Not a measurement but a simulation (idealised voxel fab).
Name of the process module below: voxel transistor to metal
This is section cut - it's 215 nm across, gridded in 5 nm square cells.
Just so we're on the same page, the cross-sections are grids of square cells, and they're listed out in bands top to bottom, each band one or more rows deep.
Per band: top height and bottom height in nm, followed by the left-to-right materials and their widths in nm; "throughout" marks a single material spanning edge to edge, "blank" marks empty space.
The reference from which all heights are counted is 0, the level beneath which the as-received wafer is entirely one material; the lowest band, having no lower bound, proceeds downward and is written after the example "from 0 down".
Per-row width for "30 to 40": begins at first number (top row of band), ends at second number (bottom row), increment between rows held constant.
No cell of the cross-section changed in a step that is given as "no change occurred".
If an empty space has no open way to the top and is at least 8 cells in size, "Entrapped void list" lists it, written width x height at distance, where distance is measured from the left edge and every value is in nm.
If you see something after the settings on a step's line, that's the simulator's own remark about that step.
You can add "overlay nm" to a step's line. For a step with a mask, it describes how far the mask lay to the right of its planned position, and a negative number describes a lay to the left.

-- Here's what the planned process steps look like
step 1: RECEIVE with material Si
step 2: OXIDIZE with depth nm 5
step 3: CONFORMAL_DEP with material SiN, thk nm 15
step 4: DIRECTIONAL_DEP with material aC, thk nm 15
step 5: PATTERN with tone cover, mask id ACTIVE, material resist, width nm 105, thk nm 35, overlay nm 0
step 6: DIRECTIONAL_ETCH with etch materials aC, depth nm 15
step 7: STRIP with etch materials resist
step 8: DIRECTIONAL_ETCH with etch materials SiN, depth nm 15
step 9: DIRECTIONAL_ETCH with etch materials SiO2, depth nm 5
step 10: DIRECTIONAL_ETCH with etch materials Si, depth nm 30
step 11: STRIP with etch materials aC
step 12: FILL_DEP with material SiO2, thk nm 10
step 13: CMP with height nm 15
step 14: SELECTIVE_ETCH with etch materials SiO2, depth nm 10
step 15: STRIP with etch materials SiN
step 16: SELECTIVE_ETCH with etch materials SiO2, depth nm 5
step 17: OXIDIZE with depth nm 5
step 18: DIRECTIONAL_DEP with material polySi, thk nm 30
step 19: DIRECTIONAL_DEP with material SiCN, thk nm 15
step 20: DIRECTIONAL_DEP with material aC, thk nm 10
step 21: PATTERN with tone cover, mask id GATE, material resist, width nm 25, thk nm 25, overlay nm 0
step 22: DIRECTIONAL_ETCH with etch materials aC, depth nm 10
step 23: STRIP with etch materials resist
step 24: DIRECTIONAL_ETCH with etch materials SiCN, depth nm 25
step 25: DIRECTIONAL_ETCH with etch materials polySi, depth nm 40
step 26: STRIP with etch materials aC
step 27: CONFORMAL_DEP with material SiN, thk nm 10
step 28: DIRECTIONAL_ETCH with etch materials SiN, depth nm 10
step 29: DIRECTIONAL_ETCH with etch materials SiO2, depth nm 5
step 30: DIRECTIONAL_ETCH with etch materials Si, depth nm 10
step 31: EPI with material nSi, thk nm 10
step 32: FILL_DEP with material SiO2, thk nm 10
step 33: CMP with height nm 40
step 34: DIRECTIONAL_DEP with material SiO2, thk nm 15
step 35: PATTERN with tone open, mask id CONTACT, material resist, width nm 20, pitch nm 75, thk nm 15, overlay nm 0
step 36: DIRECTIONAL_ETCH with etch materials SiO2, depth nm 65
step 37: STRIP with etch materials resist
step 38: CONFORMAL_DEP with material TiN, thk nm 5
step 39: FILL_DEP with material Ru, thk nm 5
step 40: CMP with height nm 55
step 41: DIRECTIONAL_DEP with material TiN, thk nm 5
step 42: DIRECTIONAL_DEP with material W, thk nm 25
step 43: DIRECTIONAL_DEP with material aC, thk nm 15
step 44: PATTERN with tone cover, mask id METAL_1, material resist, width nm 20, pitch nm 75, thk nm 30, overlay nm 0
step 45: DIRECTIONAL_ETCH with etch materials aC, depth nm 15
step 46: STRIP with etch materials resist
step 47: DIRECTIONAL_ETCH with etch materials W, depth nm 25
step 48: DIRECTIONAL_ETCH with etch materials TiN, depth nm 5
step 49: STRIP with etch materials aC
step 50: CONFORMAL_DEP with material SiCN, thk nm 5
step 51: FILL_DEP with material SiO2, thk nm 5
step 52: CMP with height nm 85
step 53: CONFORMAL_DEP with material SiN, thk nm 5

-- Here's what the wafer looked like in cross-section when it arrived - that's after step 1
	from 0 down = Si throughout
	Entrapped void list: none

-- Here's the wafer cut in cross-section after the module, started and planned just like above, except one thing was done wrong in the run
	from 90 to 85 = SiN throughout
	from 85 to 60 = SiO2 55 nm  SiCN 5 nm  W 20 nm  SiCN 5 nm  SiO2 45 nm  SiCN 5 nm  W 20 nm  SiCN 5 nm  SiO2 55 nm
	from 60 to 55 = SiCN 60 nm  TiN 20 nm  SiCN 55 nm  TiN 20 nm  SiCN 60 nm
	from 55 to 40 = SiO2 60 nm  TiN 5 nm  Ru 10 nm  TiN 5 nm  SiO2 55 nm  TiN 5 nm  Ru 10 nm  TiN 5 nm  SiO2 60 nm
	from 40 to 30 = SiO2 60 nm  TiN 5 nm  Ru 10 nm  TiN 5 nm  SiO2 5 nm  SiN 10 nm  SiCN 25 nm  SiN 10 nm  SiO2 5 nm  TiN 5 nm  Ru 10 nm  TiN 5 nm  SiO2 60 nm
	from 30 to 10 = SiO2 60 nm  TiN 5 nm  Ru 10 nm  TiN 5 nm  SiO2 5 nm  SiN 10 nm  polySi 25 nm  SiN 10 nm  SiO2 5 nm  TiN 5 nm  Ru 10 nm  TiN 5 nm  SiO2 60 nm
	from 10 to 5 = SiO2 60 nm  TiN 5 nm  Ru 5 nm  TiN 10 nm  SiO2 5 nm  SiN 10 nm  polySi 25 nm  SiN 10 nm  SiO2 5 nm  TiN 10 nm  Ru 5 nm  TiN 5 nm  SiO2 60 nm
	from 5 to 0 = SiO2 60 nm  TiN 5 nm  Ru 5 nm  TiN 5 nm  nSi 10 nm  SiN 10 nm  polySi 25 nm  SiN 10 nm  nSi 10 nm  TiN 5 nm  Ru 5 nm  TiN 5 nm  SiO2 60 nm
	from 0 to -5 = SiO2 60 nm  TiN 15 nm  nSi 10 nm  SiO2 45 nm  nSi 10 nm  TiN 15 nm  SiO2 60 nm
	from -5 to -15 = SiO2 55 nm  nSi 30 nm  Si 45 nm  nSi 30 nm  SiO2 55 nm
	from -15 to -35 = SiO2 55 nm  Si 105 nm  SiO2 55 nm
	from -35 down = Si throughout
	Entrapped void list: none
Run error: steps 15 and 16 swapped
